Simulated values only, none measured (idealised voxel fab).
process module | voxel gate over fins
cross-section cut | 140 nm wide | cells 5 nm
A cross-section is a grid of square cells, given in bands from the top down. A band is one or more rows of cells.
Each band's line starts with the height of the band's top and of its bottom, in nm. Then come its materials from left to right, each with its width in nm. One material with "throughout" fills the band from edge to edge. "air" is empty space.
Height 0 is the level under which the wafer as received is all one material. The lowest band goes on downwards, as in "0 down".
A width such as "30 to 40" changes by the same amount from each row of cells to the next, from the band's top row to its bottom row.
"no change" after a step means that no cell of the cross-section changed.
closed voids: empty space of 8 cells or more with no open way to the top, each as width x height at its distance from the left edge, in nm
after a step's settings: what the simulator itself notes on the step
overlay nm, on a step with a mask: how far to the right of its planned place the mask lay; to the left if negative
plan
1 op RECEIVE | material Si
2 op CONFORMAL_DEP | material SiN | thk nm 5
3 op MASKED_ETCH | tone cover | mask id FINS | width nm 15 | pitch nm 45 | etch materials SiN | depth nm 5 | overlay nm 0
4 op MASKED_ETCH | tone cover | mask id FINS | width nm 15 | pitch nm 45 | etch materials Si | depth nm 40 | overlay nm 0
5 op OXIDIZE | depth nm 5
6 op FILL_DEP | material SiO2 | thk nm 5
7 op CMP | height nm 5
8 op SELECTIVE_ETCH | etch materials SiO2 | depth nm 20
9 op STRIP | etch materials SiN
10 op CONFORMAL_DEP | material HfO2 | thk nm 5
11 op CONFORMAL_DEP | material TiN | thk nm 5
12 op FILL_DEP | material W | thk nm 15
13 op CMP | height nm 20
14 op CONFORMAL_DEP | material SiN | thk nm 10
first wafer, as planned
as received, after step 1
  0 down: Si throughout
  closed voids: none
after step 2
  5 to 0: SiN throughout
  below 0: unchanged
after step 3
  5 to 0: air 15 | SiN 15 | air 30 | SiN 15 | air 30 | SiN 15 | air 20
  below 0: unchanged
after step 4
  5 to 0: air 15 | SiN 15 | air 30 | SiN 15 | air 30 | SiN 15 | air 20
  0 to -40: air 15 | Si 15 | air 30 | Si 15 | air 30 | Si 15 | air 20
  below -40: unchanged
after step 5
  5 to 0: air 15 | SiN 15 | air 30 | SiN 15 | air 30 | SiN 15 | air 20
  0 to -40: air 15 | SiO2 5 | Si 5 | SiO2 5 | air 30 | SiO2 5 | Si 5 | SiO2 5 | air 30 | SiO2 5 | Si 5 | SiO2 5 | air 20
  -40 to -45: SiO2 20 | Si 5 | SiO2 40 | Si 5 | SiO2 40 | Si 5 | SiO2 25
  below -45: unchanged
after step 6
  10 to 5: SiO2 throughout
  5 to 0: SiO2 15 | SiN 15 | SiO2 30 | SiN 15 | SiO2 30 | SiN 15 | SiO2 20
  0 to -45: SiO2 20 | Si 5 | SiO2 40 | Si 5 | SiO2 40 | Si 5 | SiO2 25
  below -45: unchanged
after step 7
  5 to 0: SiO2 15 | SiN 15 | SiO2 30 | SiN 15 | SiO2 30 | SiN 15 | SiO2 20
  below 0: unchanged
after step 8
  5 to 0: air 15 | SiN 15 | air 30 | SiN 15 | air 30 | SiN 15 | air 20
  0 to -15: air 20 | Si 5 | air 40 | Si 5 | air 40 | Si 5 | air 25
  below -15: unchanged
after step 9
  0 to -15: air 20 | Si 5 | air 40 | Si 5 | air 40 | Si 5 | air 25
  below -15: unchanged
after step 10
  5 to 0: air 15 | HfO2 15 | air 30 | HfO2 15 | air 30 | HfO2 15 | air 20
  0 to -10: air 15 | HfO2 5 | Si 5 | HfO2 5 | air 30 | HfO2 5 | Si 5 | HfO2 5 | air 30 | HfO2 5 | Si 5 | HfO2 5 | air 20
  -10 to -15: HfO2 20 | Si 5 | HfO2 40 | Si 5 | HfO2 40 | Si 5 | HfO2 25
  below -15: unchanged
after step 11
  10 to 5: air 10 | TiN 25 | air 20 | TiN 25 | air 20 | TiN 25 | air 15
  5 to 0: air 10 | TiN 5 | HfO2 15 | TiN 5 | air 20 | TiN 5 | HfO2 15 | TiN 5 | air 20 | TiN 5 | HfO2 15 | TiN 5 | air 15
  0 to -5: air 10 | TiN 5 | HfO2 5 | Si 5 | HfO2 5 | TiN 5 | air 20 | TiN 5 | HfO2 5 | Si 5 | HfO2 5 | TiN 5 | air 20 | TiN 5 | HfO2 5 | Si 5 | HfO2 5 | TiN 5 | air 15
  -5 to -10: TiN 15 | HfO2 5 | Si 5 | HfO2 5 | TiN 30 | HfO2 5 | Si 5 | HfO2 5 | TiN 30 | HfO2 5 | Si 5 | HfO2 5 | TiN 20
  below -10: unchanged
after step 12
  25 to 10: W throughout
  10 to 5: W 10 | TiN 25 | W 20 | TiN 25 | W 20 | TiN 25 | W 15
  5 to 0: W 10 | TiN 5 | HfO2 15 | TiN 5 | W 20 | TiN 5 | HfO2 15 | TiN 5 | W 20 | TiN 5 | HfO2 15 | TiN 5 | W 15
  0 to -5: W 10 | TiN 5 | HfO2 5 | Si 5 | HfO2 5 | TiN 5 | W 20 | TiN 5 | HfO2 5 | Si 5 | HfO2 5 | TiN 5 | W 20 | TiN 5 | HfO2 5 | Si 5 | HfO2 5 | TiN 5 | W 15
  below -5: unchanged
after step 13
  20 to 10: W throughout
  below 10: unchanged
after step 14
  30 to 20: SiN throughout
  below 20: unchanged
second wafer: like start, like plan, one mistake. Through step 9 it matches the first wafer
when step 10 should have ended
  5 to 0: air 15 | TiN 15 | air 30 | TiN 15 | air 30 | TiN 15 | air 20
  0 to -10: air 15 | TiN 5 | Si 5 | TiN 5 | air 30 | TiN 5 | Si 5 | TiN 5 | air 30 | TiN 5 | Si 5 | TiN 5 | air 20
  -10 to -15: TiN 20 | Si 5 | TiN 40 | Si 5 | TiN 40 | Si 5 | TiN 25
  below -15: unchanged
when step 11 should have ended
  10 to 5: air 10 | HfO2 25 | air 20 | HfO2 25 | air 20 | HfO2 25 | air 15
  5 to 0: air 10 | HfO2 5 | TiN 15 | HfO2 5 | air 20 | HfO2 5 | TiN 15 | HfO2 5 | air 20 | HfO2 5 | TiN 15 | HfO2 5 | air 15
  0 to -5: air 10 | HfO2 5 | TiN 5 | Si 5 | TiN 5 | HfO2 5 | air 20 | HfO2 5 | TiN 5 | Si 5 | TiN 5 | HfO2 5 | air 20 | HfO2 5 | TiN 5 | Si 5 | TiN 5 | HfO2 5 | air 15
  -5 to -10: HfO2 15 | TiN 5 | Si 5 | TiN 5 | HfO2 30 | TiN 5 | Si 5 | TiN 5 | HfO2 30 | TiN 5 | Si 5 | TiN 5 | HfO2 20
  below -10: unchanged
when step 12 should have ended
  25 to 10: W throughout
  10 to 5: W 10 | HfO2 25 | W 20 | HfO2 25 | W 20 | HfO2 25 | W 15
  5 to 0: W 10 | HfO2 5 | TiN 15 | HfO2 5 | W 20 | HfO2 5 | TiN 15 | HfO2 5 | W 20 | HfO2 5 | TiN 15 | HfO2 5 | W 15
  0 to -5: W 10 | HfO2 5 | TiN 5 | Si 5 | TiN 5 | HfO2 5 | W 20 | HfO2 5 | TiN 5 | Si 5 | TiN 5 | HfO2 5 | W 20 | HfO2 5 | TiN 5 | Si 5 | TiN 5 | HfO2 5 | W 15
  below -5: unchanged
when step 13 should have ended
  20 to 10: W throughout
  below 10: unchanged
when step 14 should have ended
  30 to 20: SiN throughout
  below 20: unchanged
what went wrong: steps 10 and 11 were swapped
at the end the second wafer has, in cells: as many of each material as the first, in other places
